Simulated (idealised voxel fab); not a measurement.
You're looking at the process module voxel ribs on slabs.
Square cell edge 5 nm, section width 155 nm, ID cut.
How to read a cross-section here: the picture is a grid of square cells, written as bands going from the top down, and any band can span one or more rows of cells. The entry gives the band's vertical extent as a top height and a bottom height in nm, then its horizontal make-up as materials from left to right, each with a width in nm. "empty" stands for empty space; a single material marked "full width" fills the band edge to edge. Heights are reckoned from 0. Under this level, the received wafer is all of one material. The bottommost band is open-ended downward, for example "top 0, no bottom". A width given as "30->40" starts at the first number in the band's top row and ends at the second number in its bottom row, shifting by an equal amount at every step from row to row. Where a step carries "remained unchanged", the cross-section came out of it unchanged, cell for cell. This entry, "Catalogued sealed voids", enumerates those empty regions of no fewer than 8 cells that possess no open connection to the top. Each region is reported in the form width x height at distance, the distance being taken from the left edge, with all three quantities expressed in nm. Heads up: the bit after the settings on a step's line is the simulator's remark on that step. The optional step-line setting "overlay nm" applies to steps with a mask and quantifies how far to the right of its planned location the mask lay, a negative value indicating leftward placement.
List of planned process steps
step 1: RECEIVE with material Si
step 2: DIRECTIONAL_DEP with material SiO2, thk nm 20
step 3: DIRECTIONAL_DEP with material polySi, thk nm 25
step 4: MASKED_ETCH with tone cover, mask id RIB, width nm 20, etch materials polySi, depth nm 20, overlay nm 0
step 5: MASKED_ETCH with tone cover, mask id SLAB, width nm 70, etch materials polySi, depth nm 5, overlay nm 0
step 6: FILL_DEP with material SiO2, thk nm 20
step 7: CMP with height nm 55
step 8: DIRECTIONAL_DEP with material TiN, thk nm 10
step 9: PATTERN with tone cover, mask id HEATER, material resist, width nm 30, thk nm 20, overlay nm 0
step 10: DIRECTIONAL_ETCH with etch materials TiN, depth nm 10
step 11: STRIP with etch materials resist
step 12: CONFORMAL_DEP with material SiO2, thk nm 5
Cross-section of the wafer upon arrival, representing the state reached after step 1
  top 0, no bottom | Si full width
  Catalogued sealed voids: none
Result of the module, cross-sectioned: start per above, plan per above, one error in how it was run
  top 70, bottom 65 | 55 of empty, 40 of SiO2, 60 of empty
  top 65, bottom 60 | 55 of empty, 5 of SiO2, 30 of TiN, 5 of SiO2, 60 of empty
  top 60, bottom 55 | 60 of SiO2, 30 of TiN, 65 of SiO2
  top 55, bottom 45 | 65 of SiO2, 20 of polySi, 70 of SiO2
  top 45, bottom 40 | 40 of SiO2, 70 of polySi, 45 of SiO2
  top 40, bottom 0 | SiO2 full width
  top 0, no bottom | Si full width
  Catalogued sealed voids: none
Heads up, the wafer didn't run the way we planned it: step 2 of the plan was performed twice
